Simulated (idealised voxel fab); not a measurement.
The following is a process module called voxel wiring stack.
Xsec cut, 240 nm wide, square cell size 5 nm.
Throughout this document, each cross-section is represented as a grid of square cells and is presented as a sequence of bands enumerated from the top downward, where a band comprises one or more rows of cells.
Quick guide to a band line: top height, bottom height (nm) up front; then every material left to right with its width in nm. Only one material and it's marked "edge to edge"? Then it fills the band edge to edge. And "blank" just means empty space.
Basically, 0 is our baseline, since under it the wafer straight out of the box is all one material. The bottom band has no lower end and keeps on going down, so it looks like "0..down".
A two-number width, for instance "30 to 40", indicates that the width is equal to the first number in the top row of the band and to the second number in the bottom row, and that it changes by a constant amount per row of cells.
For the purposes of this document, the phrase "nothing was modified" attached to a step denotes that no cell within the cross-section was modified by that step.
"Unvented internal voids" - sealed voids, min. 8 cells, no opening to top; format: width x height at distance (distance from left edge; nm throughout).
Anything after a step's settings on that line? It's the simulator's own note about the step.
The line of a step may include "overlay nm". On a step with a mask, this value is how far to the right of its planned place the mask lay. A negative value means the mask lay to the left.
**The process steps that were planned are listed below**
step 1: RECEIVE,material Si
step 2: CONFORMAL_DEP,material SiO2,thk nm 10
step 3: DIRECTIONAL_DEP,material TiN,thk nm 5
step 4: DIRECTIONAL_DEP,material Ru,thk nm 20
step 5: MASKED_ETCH,tone cover,mask id METAL_1,width nm 20,pitch nm 40,etch materials Ru,depth nm 20,overlay nm 0
step 6: MASKED_ETCH,tone cover,mask id METAL_1,width nm 20,pitch nm 40,etch materials TiN,depth nm 5,overlay nm 0
step 7: FILL_DEP,material SiO2,thk nm 5
step 8: CMP,height nm 35
step 9: CONFORMAL_DEP,material SiCN,thk nm 5
step 10: DIRECTIONAL_DEP,material lowk,thk nm 10
step 11: MASKED_ETCH,tone open,mask id PLUG_1,width nm 15,pitch nm 80,etch materials lowk,depth nm 10,overlay nm -15
step 12: MASKED_ETCH,tone open,mask id PLUG_1,width nm 15,pitch nm 80,etch materials SiCN,depth nm 5,overlay nm 0
step 13: CONFORMAL_DEP,material TiN,thk nm 5
step 14: FILL_DEP,material Ru,thk nm 10
step 15: CMP,height nm 50
step 16: DIRECTIONAL_DEP,material TiN,thk nm 5
step 17: DIRECTIONAL_DEP,material Ru,thk nm 20
step 18: PATTERN,tone cover,mask id METAL_2,material resist,width nm 20,pitch nm 40,thk nm 20,overlay nm 0
step 19: DIRECTIONAL_ETCH,etch materials Ru,depth nm 20
step 20: DIRECTIONAL_ETCH,etch materials TiN,depth nm 5
step 21: STRIP,etch materials resist
step 22: CONFORMAL_DEP,material SiCN,thk nm 5
step 23: FILL_DEP,material lowk,thk nm 5
step 24: CMP,height nm 75
step 25: CONFORMAL_DEP,material SiCN,thk nm 5
varied across the wafers: overlay nm of step 11. The plan shows the first wafer's value. All wafers start alike
**Here's the first of the wafers in cross-section, just as we got it, i.e. after step 1**
	0..down  Si edge to edge
	Unvented internal voids: none
**First of several wafers: cross-section at the end of the module, after step 25, its last step**
	80..75  SiCN edge to edge
	75..55  lowk=65, SiCN=5, Ru=20, SiCN=5, lowk=10, SiCN=5, Ru=20, SiCN=5, lowk=10, SiCN=5, Ru=20, SiCN=5, lowk=65
	55..50  SiCN=70, TiN=20, SiCN=20, TiN=20, SiCN=20, TiN=20, SiCN=70
	50..45  lowk=55, TiN=5, Ru=5, TiN=5, lowk=65, TiN=5, Ru=5, TiN=5, lowk=90
	45..40  lowk=55, TiN=15, lowk=65, TiN=15, lowk=90
	40..35  SiCN edge to edge
	35..15  SiO2=70, Ru=20, SiO2=20, Ru=20, SiO2=20, Ru=20, SiO2=70
	15..10  SiO2=70, TiN=20, SiO2=20, TiN=20, SiO2=20, TiN=20, SiO2=70
	10..0  SiO2 edge to edge
	0..down  Si edge to edge
	Unvented internal voids: none
**Final wafer cross-section at module end**
	80..75  SiCN edge to edge
	75..55  lowk=65, SiCN=5, Ru=20, SiCN=5, lowk=10, SiCN=5, Ru=20, SiCN=5, lowk=10, SiCN=5, Ru=20, SiCN=5, lowk=65
	55..50  SiCN=70, TiN=20, SiCN=20, TiN=20, SiCN=20, TiN=20, SiCN=70
	50..45  lowk=85, TiN=5, Ru=5, TiN=5, lowk=65, TiN=5, Ru=5, TiN=5, lowk=60
	45..40  lowk=85, TiN=15, lowk=65, TiN=15, lowk=60
	40..35  SiCN edge to edge
	35..15  SiO2=70, Ru=20, SiO2=20, Ru=20, SiO2=20, Ru=20, SiO2=70
	15..10  SiO2=70, TiN=20, SiO2=20, TiN=20, SiO2=20, TiN=20, SiO2=70
	10..0  SiO2 edge to edge
	0..down  Si edge to edge
	Unvented internal voids: none
**The table below has one row for each wafer; a row shows, as of the end of the module, how many cells of each material the wafer has gained, marked (+), or lost, marked (-), since it was received, and then the wafer's closed voids**
overlay nm -15 | +98 Ru | +156 SiCN | +276 SiO2 | +34 TiN | +204 lowk | Unvented internal voids: none
overlay nm -10 | +98 Ru | +154 SiCN | +276 SiO2 | +36 TiN | +204 lowk | Unvented internal voids: none
overlay nm -5 | +98 Ru | +152 SiCN | +276 SiO2 | +38 TiN | +204 lowk | Unvented internal voids: none
overlay nm 0 | +100 Ru | +150 SiCN | +276 SiO2 | +38 TiN | +204 lowk | Unvented internal voids: none
overlay nm 5 | +98 Ru | +152 SiCN | +276 SiO2 | +38 TiN | +204 lowk | Unvented internal voids: none
overlay nm 10 | +98 Ru | +154 SiCN | +276 SiO2 | +36 TiN | +204 lowk | Unvented internal voids: none
overlay nm 15 | +98 Ru | +156 SiCN | +276 SiO2 | +34 TiN | +204 lowk | Unvented internal voids: none
